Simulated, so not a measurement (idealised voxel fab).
process module | voxel released beams
cross-section cut | 185 nm wide | cells 5 nm
A cross-section is a grid of square cells, given in bands from the top down. A band is one or more rows of cells.
Each band's line starts with the height of the band's top and of its bottom, in nm. Then come its materials from left to right, each with its width in nm. One material with "throughout" fills the band from edge to edge. "air" is empty space.
Height 0 is the level under which the wafer as received is all one material. The lowest band goes on downwards, as in "0 down".
A width such as "30 to 40" changes by the same amount from each row of cells to the next, from the band's top row to its bottom row.
"no change" after a step means that no cell of the cross-section changed.
closed voids: empty space of 8 cells or more with no open way to the top, each as width x height at its distance from the left edge, in nm
after a step's settings: what the simulator itself notes on the step
overlay nm, on a step with a mask: how far to the right of its planned place the mask lay; to the left if negative
plan
1 op RECEIVE | material Si
2 op CONFORMAL_DEP | material Al2O3 | thk nm 5
3 op DIRECTIONAL_DEP | material SiO2 | thk nm 10
4 op DIRECTIONAL_DEP | material aC | thk nm 10
5 op PATTERN | tone open | mask id ANCHOR | material resist | width nm 35 | thk nm 30 | overlay nm 0
6 op DIRECTIONAL_ETCH | etch materials aC | depth nm 10
7 op STRIP | etch materials resist
8 op DIRECTIONAL_ETCH | etch materials SiO2 | depth nm 10
9 op STRIP | etch materials aC
10 op CONFORMAL_DEP | material polySi | thk nm 10
11 op MASKED_ETCH | tone cover | mask id BEAM | width nm 95 | etch materials polySi | depth nm 10 | overlay nm 0
12 op STRIP | etch materials SiO2
as received, after step 1
  0 down: Si throughout
  closed voids: none
first wafer at the end, as planned
  25 to 15: air 40 | polySi 15 | air 15 | polySi 65 | air 50
  15 to 5: air 45 | polySi 35 | air 105
  5 to 0: Al2O3 throughout
  0 down: Si throughout
  closed voids: none
second wafer at the end: like start, like plan, one mistake
  25 to 15: air 40 | polySi 20 | air 10 | polySi 65 | air 50
  15 to 5: air 50 | polySi 30 | air 105
  5 to 0: Al2O3 throughout
  0 down: Si throughout
  closed voids: none
what went wrong: step 5 ran as: op PATTERN | tone open | mask id ANCHOR | material resist | width nm 30 | thk nm 30 | overlay nm 0
at the end the second wafer has, in cells: as many of each material as the first, in other places
